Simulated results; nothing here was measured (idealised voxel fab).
voxel trench capacitor: a process module
Pictured: cross-section cut, 230 nm wide, on a grid of 5 nm square cells.
In what follows, cross-sections appear as grids of square cells, described through bands that run from the top down, where every band is one or more rows of cells.
Basically the band line says how high the top is and how high the bottom is, in nm, and then what's in it from left to right, every material with its width in nm. Empty space shows up as "empty", and if a single material carries "throughout" it runs the full band edge to edge.
Height is counted from the level 0, under which the received wafer is composed throughout of one material. The lowest of the bands is not closed at the bottom but continues downward, in the notation "0 -> down".
Width spec "30..40" -> top row of cells at first value, bottom row at second value, equal per-row change in between.
For the purposes of this document, the phrase "all unchanged" attached to a step denotes that no cell within the cross-section was modified by that step.
Any empty space of 8 cells or more lacking an open way to the top shows up in "Sealed void inventory" as width x height at distance, distance from the left edge, in nm.
What comes after the settings on a step's line is commentary from the simulator itself on that step.
Among the settings permitted on a step's line is "overlay nm"; applied to a step with a mask, it specifies the extent to which the mask lay to the right of its planned position, whereas a negative figure signifies a position to the left.
### Process steps (planned)
1 RECEIVE, material Si
2 CONFORMAL_DEP, material SiN, thk nm 10
3 PATTERN, tone open, mask id TRENCH, material resist, width nm 25, pitch nm 55, thk nm 15, overlay nm 0
4 DIRECTIONAL_ETCH, etch materials SiN, depth nm 10
5 DIRECTIONAL_ETCH, etch materials Si, depth nm 30
6 STRIP, etch materials resist
7 CONFORMAL_DEP, material Al2O3, thk nm 5
8 FILL_DEP, material polySi, thk nm 10
9 CMP, height nm 10
### This is the cross-section of the wafer as we received it, i.e. after step 1
  0 -> down: Si throughout
  Sealed void inventory: none
### The plan above was carried out on the starting structure above with one mistake, and this cross-section shows the wafer at the end of the module
  10 -> 0: SiN 45 nm  Al2O3 5 nm  polySi 20 nm  Al2O3 5 nm  SiN 25 nm  Al2O3 5 nm  polySi 20 nm  Al2O3 5 nm  SiN 25 nm  Al2O3 5 nm  polySi 20 nm  Al2O3 5 nm  SiN 45 nm
  0 -> -25: Si 45 nm  Al2O3 5 nm  polySi 20 nm  Al2O3 5 nm  Si 25 nm  Al2O3 5 nm  polySi 20 nm  Al2O3 5 nm  Si 25 nm  Al2O3 5 nm  polySi 20 nm  Al2O3 5 nm  Si 45 nm
  -25 -> -30: Si 45 nm  Al2O3 30 nm  Si 25 nm  Al2O3 30 nm  Si 25 nm  Al2O3 30 nm  Si 45 nm
  -30 -> down: Si throughout
  Sealed void inventory: none
Finding, execution versus plan: not per plan at step 3, really ran PATTERN, tone open, mask id TRENCH, material resist, width nm 30, pitch nm 55, thk nm 15, overlay nm 0
